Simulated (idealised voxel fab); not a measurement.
Title: Process Module voxel local oxidation
It is cross-section cut that appears here, measuring 160 nm in width, its square cells being 5 nm in size.
The cross-sections in this document take the form of a grid made of square cells. They are written out as bands, in order from top to bottom. Each band consists of one or more rows of cells. Band: top height; bottom height; in nm. Then, left to right: material with width in nm, for each material. "everywhere": a single material spanning edge to edge. "blank": empty space. We count height from 0. Below that, the starting wafer is all one material. The lowest band never ends at the bottom but goes on down; see "0..down" for how that is written. It should be noted that a width expressed as "30->40" varies in equal increments from row to row of cells within the band, taking the value of the first number at the top row and that of the second number at the bottom row. Given "remained unchanged" for a step, no cell of the cross-section differs between before and after that step. Heads up: "Fully enclosed voids" only lists the empty pockets with no open path to the top that are 8 cells or more, and it writes them as width x height at distance, distance from the left edge, in nm. Past the settings on a step's line: simulator remark, on that step. What "overlay nm" on a step's line means: if the step has a mask, that mask lay this far to the right of its planned place, or, when the value is negative, to the left.

### The following list gives the planned process steps
1: RECEIVE: material Si
2: CONFORMAL_DEP: material SiO2, thk nm 5
3: CONFORMAL_DEP: material SiN, thk nm 15
4: DIRECTIONAL_DEP: material aC, thk nm 15
5: PATTERN: tone cover, mask id ACTIVE, material resist, width nm 100, thk nm 30, overlay nm 0
6: DIRECTIONAL_ETCH: etch materials aC, depth nm 15
7: STRIP: etch materials resist
8: DIRECTIONAL_ETCH: etch materials SiN, depth nm 15
9: STRIP: etch materials aC
10: SELECTIVE_ETCH: etch materials SiO2, depth nm 5
11: OXIDIZE: depth nm 10
12: STRIP: etch materials SiN

### As-received wafer cross-section (after step 1)
  0..down  Si everywhere
  Fully enclosed voids: none

### One mistake in running the module, otherwise start and plan as above: cross-section at the end
  0..-10  SiO2: 40 | Si: 80 | SiO2: 40
  -10..down  Si everywhere
  Fully enclosed voids: none
Here's what went sideways: it should be noted that step 2 of the plan was omitted and was not performed
